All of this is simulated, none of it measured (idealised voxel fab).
Documented hereafter: the process module known as voxel ribs on slabs.
Section cut is 260 nm wide and gridded with 5 nm square cells.
In what follows, cross-sections appear as grids of square cells, described through bands that run from the top down, where every band is one or more rows of cells.
Heads up on the band format: heights come first, top then bottom, in nm. After that it's the materials left to right, each with its width in nm. A single material flagged "full width" fills the whole band edge to edge, and "air" means there's empty space there.
Convention: height 0 is the level below which the wafer, as received, is all one material. The lowest band does not terminate at the bottom but continues downward, represented as "top 0, no bottom".
Read "30 to 40" as a graded width: first number on top, second number at the bottom, same change between each pair of neighbouring rows.
The designation "no change", where it is given for a processing step, indicates that no cell of the cross-section was altered in the course of that step.
Entry "Closed void entries". Content: empty spaces with no open connection to the top, size 8 cells or greater. Each: width x height at distance. Distance: from left edge. Unit: nm.
Step line, after settings: the simulator's comment on this step.
Regarding "overlay nm": on a step with a mask, it is the distance the mask lay to the right of its planned place; a negative value places it to the left.
### This section lists the process steps that were planned
1: RECEIVE,material Si
2: DIRECTIONAL_DEP,material SiO2,thk nm 20
3: DIRECTIONAL_DEP,material polySi,thk nm 25
4: MASKED_ETCH,tone cover,mask id RIB,width nm 15,etch materials polySi,depth nm 20,overlay nm 0
5: PATTERN,tone cover,mask id SLAB,material resist,width nm 75,thk nm 20,overlay nm 0
6: DIRECTIONAL_ETCH,etch materials polySi,depth nm 5
7: STRIP,etch materials resist
8: FILL_DEP,material SiO2,thk nm 25
9: CMP,height nm 65
10: DIRECTIONAL_DEP,material W,thk nm 5
11: MASKED_ETCH,tone cover,mask id HEATER,width nm 15,etch materials W,depth nm 5,overlay nm 0
12: CONFORMAL_DEP,material SiN,thk nm 5
The plan's step 11 width nm is the first wafer's value; the wafers differ in this setting and start identical.
### Incoming state of the first of several wafers in cross-section: after step 1
* top 0, no bottom  Si full width
* Closed void entries: none
### End of module, by wafer: material-by-material cell gain (+) or loss (-) since receipt, then closed voids
width nm 15; +54 SiN; +649 SiO2; +3 W; +27 polySi; Closed void entries: none
width nm 20; +54 SiN; +649 SiO2; +4 W; +27 polySi; Closed void entries: none
width nm 25; +54 SiN; +649 SiO2; +5 W; +27 polySi; Closed void entries: none
width nm 30; +54 SiN; +649 SiO2; +6 W; +27 polySi; Closed void entries: none
width nm 35; +54 SiN; +649 SiO2; +7 W; +27 polySi; Closed void entries: none
width nm 40; +54 SiN; +649 SiO2; +8 W; +27 polySi; Closed void entries: none
